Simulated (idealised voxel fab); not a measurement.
You're looking at the process module voxel transistor to metal.
Cross-section cut spans 205 nm and uses square cells 5 nm in size.
Bands, listed from the top down, are how a cross-section gets written in this document; the cross-section itself is a grid of square cells, and a band is one or more rows of them. Per band: top height and bottom height in nm, followed by the left-to-right materials and their widths in nm; "everywhere" marks a single material spanning edge to edge, "empty" marks empty space. Heights are expressed relative to 0, this being the level below which the as-received wafer comprises one material exclusively. The lowest band is unbounded in the downward direction and is denoted as in "z 0 and below". Read "30 to 40" as a graded width: first number on top, second number at the bottom, same change between each pair of neighbouring rows. Key: "left unchanged" - step with no changed cell in the cross-section. Reported under the label "Entrapped voids" are the empty spaces having no open way to the top and comprising 8 cells or more; the notation for each is width x height at distance, in which the distance is measured from the left edge and all three values are in nm. The remark found on a step's line after its settings is issued by the simulator itself and pertains to that step. overlay nm: where the mask lay relative to plan, measured to the right, on steps with a mask; negatives go left.
## Process steps - plan
1. RECEIVE (material Si)
2. CONFORMAL_DEP (material SiO2; thk nm 5)
3. CONFORMAL_DEP (material SiN; thk nm 10)
4. DIRECTIONAL_DEP (material aC; thk nm 15)
5. PATTERN (tone cover; mask id ACTIVE; material resist; width nm 110; thk nm 35; overlay nm 0)
6. DIRECTIONAL_ETCH (etch materials aC; depth nm 15)
7. STRIP (etch materials resist)
8. DIRECTIONAL_ETCH (etch materials SiN; depth nm 10)
9. DIRECTIONAL_ETCH (etch materials SiO2; depth nm 5)
10. DIRECTIONAL_ETCH (etch materials Si; depth nm 35)
11. STRIP (etch materials aC)
12. OXIDIZE (depth nm 5)
13. FILL_DEP (material SiO2; thk nm 10)
14. CMP (height nm 15)
15. SELECTIVE_ETCH (etch materials SiO2; depth nm 10)
16. STRIP (etch materials SiN)
17. SELECTIVE_ETCH (etch materials SiO2; depth nm 5)
18. OXIDIZE (depth nm 5)
19. DIRECTIONAL_DEP (material polySi; thk nm 25)
20. DIRECTIONAL_DEP (material SiCN; thk nm 10)
21. DIRECTIONAL_DEP (material aC; thk nm 10)
22. PATTERN (tone cover; mask id GATE; material resist; width nm 20; thk nm 25; overlay nm 0)
23. DIRECTIONAL_ETCH (etch materials aC; depth nm 10)
24. STRIP (etch materials resist)
25. DIRECTIONAL_ETCH (etch materials SiCN; depth nm 20)
26. DIRECTIONAL_ETCH (etch materials polySi; depth nm 35)
27. STRIP (etch materials aC)
28. CONFORMAL_DEP (material SiO2; thk nm 5)
29. DIRECTIONAL_ETCH (etch materials SiO2; depth nm 5)
30. CONFORMAL_DEP (material SiN; thk nm 10)
31. DIRECTIONAL_ETCH (etch materials SiN; depth nm 10)
32. DIRECTIONAL_ETCH (etch materials SiO2; depth nm 5)
33. EPI (material pSi; thk nm 5)
34. FILL_DEP (material SiO2; thk nm 10)
35. CMP (height nm 35)
36. DIRECTIONAL_DEP (material SiO2; thk nm 15)
37. MASKED_ETCH (tone open; mask id CONTACT; width nm 30; pitch nm 60; etch materials SiO2; depth nm 50; overlay nm 0)
38. CONFORMAL_DEP (material TiN; thk nm 5)
39. FILL_DEP (material Ru; thk nm 5)
40. CMP (height nm 50)
41. CONFORMAL_DEP (material SiCN; thk nm 5)
42. DIRECTIONAL_DEP (material SiO2; thk nm 15)
43. MASKED_ETCH (tone open; mask id METAL_1; width nm 15; pitch nm 75; etch materials SiO2; depth nm 15; overlay nm 0)
44. MASKED_ETCH (tone open; mask id METAL_1; width nm 15; pitch nm 75; etch materials SiCN; depth nm 5; overlay nm 0)
45. CONFORMAL_DEP (material TiN; thk nm 5)
46. FILL_DEP (material Ru; thk nm 10)
47. CMP (height nm 70)
48. CONFORMAL_DEP (material SiCN; thk nm 5)
49. DIRECTIONAL_DEP (material SiO2; thk nm 30)
50. PATTERN (tone open; mask id METAL_2; material resist; width nm 15; pitch nm 75; thk nm 15; overlay nm 0)
51. DIRECTIONAL_ETCH (etch materials SiO2; depth nm 20)
52. STRIP (etch materials resist)
53. MASKED_ETCH (tone open; mask id METAL_2_HOLES; width nm 15; pitch nm 75; etch materials SiO2; depth nm 10; overlay nm 0)
54. MASKED_ETCH (tone open; mask id METAL_2_HOLES; width nm 15; pitch nm 75; etch materials SiCN; depth nm 5; overlay nm 0)
55. CONFORMAL_DEP (material TiN; thk nm 5)
56. FILL_DEP (material Ru; thk nm 10)
57. CMP (height nm 105)
58. CONFORMAL_DEP (material SiCN; thk nm 5)
## Step 1 complete: cross-section of the wafer as received
> z 0 and below | Si everywhere
> Entrapped voids: none
## Cross-section: first of two wafers, module finished, run according to plan
> z 110 to 105 | SiCN everywhere
> z 105 to 75 | SiO2 (55) | TiN (5) | Ru (5) | TiN (5) | SiO2 (60) | TiN (5) | Ru (5) | TiN (5) | SiO2 (60)
> z 75 to 70 | SiCN (55) | TiN (15) | SiCN (60) | TiN (15) | SiCN (60)
> z 70 to 55 | SiO2 (55) | TiN (5) | Ru (5) | TiN (5) | SiO2 (60) | TiN (5) | Ru (5) | TiN (5) | SiO2 (60)
> z 55 to 50 | SiCN (55) | TiN (15) | SiCN (60) | TiN (15) | SiCN (60)
> z 50 to 40 | SiO2 (55) | TiN (5) | Ru (20) | TiN (5) | SiO2 (30) | TiN (5) | Ru (20) | TiN (5) | SiO2 (60)
> z 40 to 35 | SiO2 (55) | TiN (5) | Ru (10) | TiN (15) | SiO2 (30) | TiN (15) | Ru (10) | TiN (5) | SiO2 (60)
> z 35 to 25 | SiO2 (55) | TiN (5) | Ru (10) | TiN (5) | SiN (10) | SiO2 (5) | SiCN (20) | SiO2 (5) | SiN (10) | TiN (5) | Ru (10) | TiN (5) | SiO2 (60)
> z 25 to 5 | SiO2 (55) | TiN (5) | Ru (10) | TiN (5) | SiN (10) | SiO2 (5) | polySi (20) | SiO2 (5) | SiN (10) | TiN (5) | Ru (10) | TiN (5) | SiO2 (60)
> z 5 to 0 | SiO2 (55) | TiN (20) | SiN (10) | SiO2 (5) | polySi (20) | SiO2 (5) | SiN (10) | TiN (20) | SiO2 (60)
> z 0 to -5 | SiO2 (45) | pSi (30) | SiO2 (50) | pSi (30) | SiO2 (50)
> z -5 to -40 | SiO2 (50) | Si (100) | SiO2 (55)
> z -40 and below | Si everywhere
> Entrapped voids: none
## Cross-section of the latter of the two wafers at module completion. It had an identical start and an identical plan to the former; in running it, one mistake was made
> z 110 to 105 | SiCN everywhere
> z 105 to 95 | SiO2 (50) | TiN (5) | Ru (10 to 5) | TiN (5 to 10) | SiO2 (55) | TiN (5) | Ru (10 to 5) | TiN (5 to 10) | SiO2 (60)
> z 95 to 90 | SiO2 (50) | TiN (5) | Ru (5) | TiN (5) | SiO2 (60) | TiN (5) | Ru (5) | TiN (5) | SiO2 (65)
> z 90 to 85 | SiO2 (50) | TiN (15) | SiO2 (60) | TiN (15) | SiO2 (65)
> z 85 to 75 | SiO2 (55) | TiN (10) | SiO2 (65) | TiN (10) | SiO2 (65)
> z 75 to 70 | SiCN (55) | TiN (10) | SiCN (65) | TiN (10) | SiCN (65)
> z 70 to 55 | SiO2 (55) | TiN (5) | Ru (5) | TiN (5) | SiO2 (60) | TiN (5) | Ru (5) | TiN (5) | SiO2 (60)
> z 55 to 50 | SiCN (55) | TiN (15) | SiCN (60) | TiN (15) | SiCN (60)
> z 50 to 40 | SiO2 (55) | TiN (5) | Ru (20) | TiN (5) | SiO2 (30) | TiN (5) | Ru (20) | TiN (5) | SiO2 (60)
> z 40 to 35 | SiO2 (55) | TiN (5) | Ru (10) | TiN (15) | SiO2 (30) | TiN (15) | Ru (10) | TiN (5) | SiO2 (60)
> z 35 to 25 | SiO2 (55) | TiN (5) | Ru (10) | TiN (5) | SiN (10) | SiO2 (5) | SiCN (20) | SiO2 (5) | SiN (10) | TiN (5) | Ru (10) | TiN (5) | SiO2 (60)
> z 25 to 5 | SiO2 (55) | TiN (5) | Ru (10) | TiN (5) | SiN (10) | SiO2 (5) | polySi (20) | SiO2 (5) | SiN (10) | TiN (5) | Ru (10) | TiN (5) | SiO2 (60)
> z 5 to 0 | SiO2 (55) | TiN (20) | SiN (10) | SiO2 (5) | polySi (20) | SiO2 (5) | SiN (10) | TiN (20) | SiO2 (60)
> z 0 to -5 | SiO2 (45) | pSi (30) | SiO2 (50) | pSi (30) | SiO2 (50)
> z -5 to -40 | SiO2 (50) | Si (100) | SiO2 (55)
> z -40 and below | Si everywhere
> Entrapped voids: none
Misprocessing identified: it should be noted that step 50 was executed with settings other than those planned, the operation and settings actually applied being PATTERN (tone open; mask id METAL_2; material resist; width nm 15; pitch nm 75; thk nm 15; overlay nm -5)
At the finish, the second wafer shows more or fewer cells for some materials than the first does: Ru: 4 fewer; SiCN: 2 more; TiN: 2 more
